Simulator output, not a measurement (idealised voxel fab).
Module name: voxel released beams (process module)
The cross-section on display is named cut; it measures 255 nm wide, and its cells are 5 nm squares.
A cross-section is written here as square cells arranged in a grid, and it is given in bands from the top down, each band taking up one or more rows of cells. It is stipulated that each band's entry specify, in nanometres, the height of the top of the band and then that of its bottom, followed by the materials of the band in left-to-right sequence, each together with its width in nanometres. A single material marked by the word "edge to edge" is understood to fill the band from edge to edge; the word "empty" is understood to denote empty space. We count height from 0. Below that, the starting wafer is all one material. The lowest band never ends at the bottom but goes on down; see "z 0 and below" for how that is written. Top row gets the first number, bottom row gets the second, and each row in between changes by the same step: that is how a band width like "30 to 40" works. The cross-section has no changed cell in any step marked "nothing got changed". Voids not open to the top, 8 cells minimum: see "Unvented cavities". Written width x height at distance; distance is from the left edge; nm. Heads up: the bit after the settings on a step's line is the simulator's remark on that step. A step's line can hold "overlay nm"; with a mask on that step, the setting says how far right of the planned place the mask lay, while a negative setting says it lay to the left.

THE STEPS PLANNED FOR THE PROCESS ARE AS FOLLOWS
| 1 | RECEIVE with material Si |
| 2 | CONFORMAL_DEP with material Al2O3, thk nm 5 |
| 3 | DIRECTIONAL_DEP with material SiO2, thk nm 20 |
| 4 | PATTERN with tone open, mask id ANCHOR, material resist, width nm 35, thk nm 20, overlay nm 0 |
| 5 | DIRECTIONAL_ETCH with etch materials SiO2, depth nm 20 |
| 6 | STRIP with etch materials resist |
| 7 | CONFORMAL_DEP with material SiN, thk nm 15 |
| 8 | MASKED_ETCH with tone cover, mask id BEAM, width nm 120, etch materials SiN, depth nm 15, overlay nm 0 |
| 9 | STRIP with etch materials SiO2 |

AS RECEIVED (POST STEP 1): CROSS-SECTION
> z 0 and below: Si edge to edge
> Unvented cavities: none

LOOK AT THE CROSS-SECTION AFTER THE MODULE: THE WAFER STARTED OUT THE WAY SHOWN ABOVE AND THE PLAN WAS THE ONE SHOWN ABOVE, YET ONE MISTAKE WAS MADE ALONG THE WAY
> z 40 to 25: 65 of empty, then 120 of SiN, then 70 of empty
> z 25 to 5: 75 of empty, then 25 of SiN, then 155 of empty
> z 5 to 0: Al2O3 edge to edge
> z 0 and below: Si edge to edge
> Unvented cavities: none
Here's what went sideways: the process deviated at step 4: the operation and settings actually run there were PATTERN with tone open, mask id ANCHOR, material resist, width nm 25, thk nm 20, overlay nm 0
